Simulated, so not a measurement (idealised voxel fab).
A process module follows: voxel tone inversion.
Pictured: cross-section cut, 175 nm wide, on a grid of 5 nm square cells.
In this document a cross-section is written as a grid of square cells. It is given as a series of bands, listed from the top down, and a band is one or more rows of cells.
Read a band's entry like this: the first values are the height of its top and the height of its bottom in nm, and what follows is the sequence of materials from left to right, each with its width in nm. Note that "empty" is empty space, and that a single material marked "all across" reaches across the band from edge to edge.
Heights are measured from 0, the level below which the as-received wafer is all one material; the lowest band has no bottom and continues downward, written as in "from 0 down".
Read "30..40" as a graded width: first number on top, second number at the bottom, same change between each pair of neighbouring rows.
The cross-section has no changed cell in any step marked "no change occurred".
"Closed void table" lists enclosed empty spaces (at least 8 cells, no open path upward to the top), each as width x height at distance from the left edge, in nm.
Where a step's line continues beyond its settings, the continuation is a remark by the simulator itself on that step.
overlay nm: step with mask; distance mask lay right of planned place; negative value = left of planned place.
[Steps in the process plan]
| 1 | RECEIVE | material Si |
| 2 | CONFORMAL_DEP | material SiN | thk nm 5 |
| 3 | DIRECTIONAL_DEP | material aC | thk nm 15 |
| 4 | PATTERN | tone cover | mask id POSTS | material resist | width nm 25 | pitch nm 55 | thk nm 20 | overlay nm 0 |
| 5 | DIRECTIONAL_ETCH | etch materials aC | depth nm 15 |
| 6 | STRIP | etch materials resist |
| 7 | FILL_DEP | material lowk | thk nm 5 |
| 8 | CMP | height nm 20 |
| 9 | STRIP | etch materials aC |
| 10 | CONFORMAL_DEP | material TiN | thk nm 5 |
| 11 | FILL_DEP | material Ru | thk nm 5 |
| 12 | CMP | height nm 20 |
| 13 | CONFORMAL_DEP | material SiCN | thk nm 5 |
[Wafer as received: cross-section following step 1]
    from 0 down | Si all across
    Closed void table: none
[The cross-section shown corresponds to the wafer at the conclusion of the module. The initial structure and the process plan are those presented above; however, one mistake occurred in executing the plan]
    from 25 to 20 | SiCN all across
    from 20 to 10 | 25 lowk / 5 TiN / 10 Ru / 5 TiN / 35 lowk / 5 TiN / 10 Ru / 5 TiN / 35 lowk / 5 TiN / 10 Ru / 5 TiN / 20 lowk
    from 10 to 5 | 25 lowk / 20 TiN / 35 lowk / 20 TiN / 35 lowk / 20 TiN / 20 lowk
    from 5 to 0 | SiN all across
    from 0 down | Si all across
    Closed void table: none
Finding, execution versus plan: off-plan run, step 4, actual operation and settings PATTERN | tone cover | mask id POSTS | material resist | width nm 20 | pitch nm 55 | thk nm 20 | overlay nm 0
